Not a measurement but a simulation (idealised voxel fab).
The document below concerns the process module designated voxel wiring stack.
For reference, the cross-section in this document is cut, with width 225 nm and square cells of 5 nm.
When this document writes out a cross-section, it uses a grid of square cells and lists it as bands, beginning at the top and moving down, with a band standing for one or more rows of cells. First you get the band's top height and its bottom height, in nm, and then the materials it's made of, left to right, with each width in nm. If you see a single material with "throughout", that one covers the band edge to edge. "blank" is empty space. For the purposes of this specification, 0 denotes the height below which the wafer in its as-received condition is composed wholly of one material, and the lowermost band, lacking a lower limit, extends downward without end, as expressed in "0 -> down". Graded width ("30..40"): value in top row of band = first number; value in bottom row = second number; row-to-row change constant. "no modification" (step): cross-section cells unchanged, all of them. For the entry "Enclosed voids", the listed items are empty spaces with no open way to the top whose size is 8 cells or more; each item follows the pattern width x height at distance, where distance is from the left edge and all three are in nm. On each step's line, the part that comes after the settings is the simulator's own comment on the step. "overlay nm" answers the question of how far to the right of plan the mask lay on a step that has a mask, and when it is negative the answer is to the left. Pairs from here to the end. Each: cross-section before one process step, cross-section after it, the latter only as far down as the lowest band that changed. Under each: the step between, and its settings. Mind that the pairs may be taken from different runs of this module on the same starting wafer; whether a pair continues from the pair above depends on its entry headed "Before-step section", and it does only where that entry says so.
Before-step section
* 170 -> 160  50 aC; 15 blank; 20 aC; 15 blank; 20 aC; 15 blank; 20 aC; 15 blank; 55 aC
* 160 -> 145  lowk throughout
* 145 -> 140  SiCN throughout
* 140 -> 125  50 SiO2; 5 TiN; 10 Cu; 5 TiN; 15 SiO2; 5 TiN; 10 Cu; 5 TiN; 15 SiO2; 5 TiN; 10 Cu; 5 TiN; 15 SiO2; 5 TiN; 10 Cu; 5 TiN; 50 SiO2
* 125 -> 120  50 SiO2; 5 TiN; 5 Cu; 10 TiN; 15 SiO2; 5 TiN; 5 Cu; 10 TiN; 15 SiO2; 5 TiN; 5 Cu; 10 TiN; 15 SiO2; 5 TiN; 5 Cu; 10 TiN; 50 SiO2
* 120 -> 105  50 SiO2; 5 TiN; 5 Cu; 5 TiN; 20 SiO2; 5 TiN; 5 Cu; 5 TiN; 20 SiO2; 5 TiN; 5 Cu; 5 TiN; 20 SiO2; 5 TiN; 5 Cu; 5 TiN; 55 SiO2
* 105 -> 100  50 SiCN; 15 TiN; 20 SiCN; 15 TiN; 20 SiCN; 15 TiN; 20 SiCN; 15 TiN; 55 SiCN
* 100 -> 75  45 SiO2; 5 SiCN; 20 W; 5 SiCN; 5 SiO2; 5 SiCN; 20 W; 5 SiCN; 5 SiO2; 5 SiCN; 20 W; 5 SiCN; 5 SiO2; 5 SiCN; 20 W; 5 SiCN; 45 SiO2
* 75 -> 70  45 SiO2; 5 SiCN; 20 TiN; 15 SiCN; 20 TiN; 15 SiCN; 20 TiN; 15 SiCN; 20 TiN; 30 SiCN; 20 SiO2
* 70 -> 50  45 SiO2; 5 SiCN; 15 lowk; 20 Ru; 15 lowk; 20 Ru; 15 lowk; 20 Ru; 15 lowk; 30 Ru; 5 SiCN; 20 SiO2
* 50 -> 45  65 SiCN; 20 Ru; 15 SiCN; 20 Ru; 15 SiCN; 20 Ru; 15 SiCN; 30 Ru; 25 SiCN
* 45 -> 20  50 lowk; 5 TiN; 10 Cu; 5 TiN; 15 lowk; 5 TiN; 10 Cu; 5 TiN; 15 lowk; 5 TiN; 10 Cu; 5 TiN; 15 lowk; 5 TiN; 10 Cu; 5 TiN; 50 lowk
* 20 -> 15  50 SiN; 20 TiN; 15 SiN; 20 TiN; 15 SiN; 20 TiN; 15 SiN; 20 TiN; 50 SiN
* 15 -> 0  SiO2 throughout
* 0 -> down  Si throughout
* Enclosed voids: none
Cross-Section After Step
* 170 -> 160  50 aC; 15 blank; 20 aC; 15 blank; 20 aC; 15 blank; 20 aC; 15 blank; 55 aC
* 160 -> 145  50 lowk; 15 blank; 20 lowk; 15 blank; 20 lowk; 15 blank; 20 lowk; 15 blank; 55 lowk
* Below 145, the layers are the same as they were.
* Enclosed voids: none
The two cross-sections above are separated by a single process step, namely DIRECTIONAL_ETCH with etch materials lowk, depth nm 15
Before-step section: no separate figure, the pair right above already shows it after its step.
Cross-Section After Step
* 170 -> 160  50 aC; 15 blank; 20 aC; 15 blank; 20 aC; 15 blank; 20 aC; 15 blank; 55 aC
* 160 -> 145  50 lowk; 15 blank; 20 lowk; 15 blank; 20 lowk; 15 blank; 20 lowk; 15 blank; 55 lowk
* 145 -> 140  50 SiCN; 15 blank; 20 SiCN; 15 blank; 20 SiCN; 15 blank; 20 SiCN; 15 blank; 55 SiCN
* Below 140, the layers are the same as they were.
* Enclosed voids: none
The two cross-sections above are separated by a single process step, namely DIRECTIONAL_ETCH with etch materials SiCN, depth nm 5
Before-step section: no separate figure, the pair right above already shows it after its step.
Cross-Section After Step
* 160 -> 145  50 lowk; 15 blank; 20 lowk; 15 blank; 20 lowk; 15 blank; 20 lowk; 15 blank; 55 lowk
* Below 145, the layers are the same as they were.
* Enclosed voids: none
The two cross-sections above are separated by a single process step, namely STRIP with etch materials aC
Before-step section: no separate figure, the pair right above already shows it after its step.
Cross-Section After Step
* 160 -> 150  50 lowk; 15 blank; 20 lowk; 15 blank; 20 lowk; 15 blank; 20 lowk; 15 blank; 55 lowk
* 150 -> 145  50 lowk; 15 Ru; 20 lowk; 15 Ru; 20 lowk; 15 Ru; 20 lowk; 15 Ru; 55 lowk
* 145 -> 140  50 SiCN; 15 Ru; 20 SiCN; 15 Ru; 20 SiCN; 15 Ru; 20 SiCN; 15 Ru; 55 SiCN
* Below 140, the layers are the same as they were.
* Enclosed voids: none
The two cross-sections above are separated by a single process step, namely EPI with material Ru, thk nm 10
Before-step section: no separate figure, the pair right above already shows it after its step.
Cross-Section After Step
* 160 -> 145  50 lowk; 15 Ru; 20 lowk; 15 Ru; 20 lowk; 15 Ru; 20 lowk; 15 Ru; 55 lowk
* Below 145, the layers are the same as they were.
* Enclosed voids: none
The two cross-sections above are separated by a single process step, namely EPI with material Ru, thk nm 10
Before-step section: no separate figure, the pair right above already shows it after its step.
Cross-Section After Step
* 165 -> 160  SiCN throughout
* Below 160, the layers are the same as they were.
* Enclosed voids: none
The two cross-sections above are separated by a single process step, namely CONFORMAL_DEP with material SiCN, thk nm 5
Before-step section: no separate figure, the pair right above already shows it after its step.
Cross-Section After Step
* 185 -> 165  lowk throughout
* Below 165, the layers are the same as they were.
* Enclosed voids: none
The two cross-sections above are separated by a single process step, namely DIRECTIONAL_DEP with material lowk, thk nm 20
Before-step section: no separate figure, the pair right above already shows it after its step.
Cross-Section After Step
* 200 -> 185  50 resist; 20 blank; 15 resist; 20 blank; 15 resist; 20 blank; 15 resist; 20 blank; 50 resist
* Below 185, the layers are the same as they were.
* Enclosed voids: none
The two cross-sections above are separated by a single process step, namely PATTERN with tone open, mask id METAL_4, material resist, width nm 20, pitch nm 35, thk nm 15, overlay nm 0
Before-step section: no separate figure, the pair right above already shows it after its step.
Cross-Section After Step
* 200 -> 185  50 resist; 20 blank; 15 resist; 20 blank; 15 resist; 20 blank; 15 resist; 20 blank; 50 resist
* 185 -> 165  50 lowk; 20 blank; 15 lowk; 20 blank; 15 lowk; 20 blank; 15 lowk; 20 blank; 50 lowk
* Below 165, the layers are the same as they were.
* Enclosed voids: none
The two cross-sections above are separated by a single process step, namely DIRECTIONAL_ETCH with etch materials lowk, depth nm 20
Before-step section: no separate figure, the pair right above already shows it after its step.
Cross-Section After Step
* 200 -> 185  50 resist; 20 blank; 15 resist; 20 blank; 15 resist; 20 blank; 15 resist; 20 blank; 50 resist
* 185 -> 165  50 lowk; 20 blank; 15 lowk; 20 blank; 15 lowk; 20 blank; 15 lowk; 20 blank; 50 lowk
* 165 -> 160  50 SiCN; 20 blank; 15 SiCN; 20 blank; 15 SiCN; 20 blank; 15 SiCN; 20 blank; 50 SiCN
* Below 160, the layers are the same as they were.
* Enclosed voids: none
The two cross-sections above are separated by a single process step, namely DIRECTIONAL_ETCH with etch materials SiCN, depth nm 5
Before-step section: no separate figure, the pair right above already shows it after its step.
Cross-Section After Step
* 185 -> 165  50 lowk; 20 blank; 15 lowk; 20 blank; 15 lowk; 20 blank; 15 lowk; 20 blank; 50 lowk
* Below 165, the layers are the same as they were.
* Enclosed voids: none
The two cross-sections above are separated by a single process step, namely STRIP with etch materials resist
Before-step section: no separate figure, the pair right above already shows it after its step.
Cross-Section After Step
* 190 -> 185  55 TiN; 10 blank; 25 TiN; 10 blank; 25 TiN; 10 blank; 25 TiN; 10 blank; 55 TiN
* 185 -> 165  50 lowk; 5 TiN; 10 blank; 5 TiN; 15 lowk; 5 TiN; 10 blank; 5 TiN; 15 lowk; 5 TiN; 10 blank; 5 TiN; 15 lowk; 5 TiN; 10 blank; 5 TiN; 50 lowk
* 165 -> 160  50 SiCN; 20 TiN; 15 SiCN; 20 TiN; 15 SiCN; 20 TiN; 15 SiCN; 20 TiN; 50 SiCN
* Below 160, the layers are the same as they were.
* Enclosed voids: none
The two cross-sections above are separated by a single process step, namely CONFORMAL_DEP with material TiN, thk nm 5
Before-step section: no separate figure, the pair right above already shows it after its step.
Cross-Section After Step
* 195 -> 190  Cu throughout
* 190 -> 185  55 TiN; 10 Cu; 25 TiN; 10 Cu; 25 TiN; 10 Cu; 25 TiN; 10 Cu; 55 TiN
* 185 -> 165  50 lowk; 5 TiN; 10 Cu; 5 TiN; 15 lowk; 5 TiN; 10 Cu; 5 TiN; 15 lowk; 5 TiN; 10 Cu; 5 TiN; 15 lowk; 5 TiN; 10 Cu; 5 TiN; 50 lowk
* Below 165, the layers are the same as they were.
* Enclosed voids: none
The two cross-sections above are separated by a single process step, namely FILL_DEP with material Cu, thk nm 5
Before-step section: no separate figure, the pair right above already shows it after its step.
Cross-Section After Step
* 185 -> 165  50 lowk; 5 TiN; 10 Cu; 5 TiN; 15 lowk; 5 TiN; 10 Cu; 5 TiN; 15 lowk; 5 TiN; 10 Cu; 5 TiN; 15 lowk; 5 TiN; 10 Cu; 5 TiN; 50 lowk
* Below 165, the layers are the same as they were.
* Enclosed voids: none
The two cross-sections above are separated by a single process step, namely CMP with height nm 185
Before-step section: no separate figure, the pair right above already shows it after its step.
Cross-Section After Step
* 190 -> 185  SiN throughout
* Below 185, the layers are the same as they were.
* Enclosed voids: none
The two cross-sections above are separated by a single process step, namely CONFORMAL_DEP with material SiN, thk nm 5
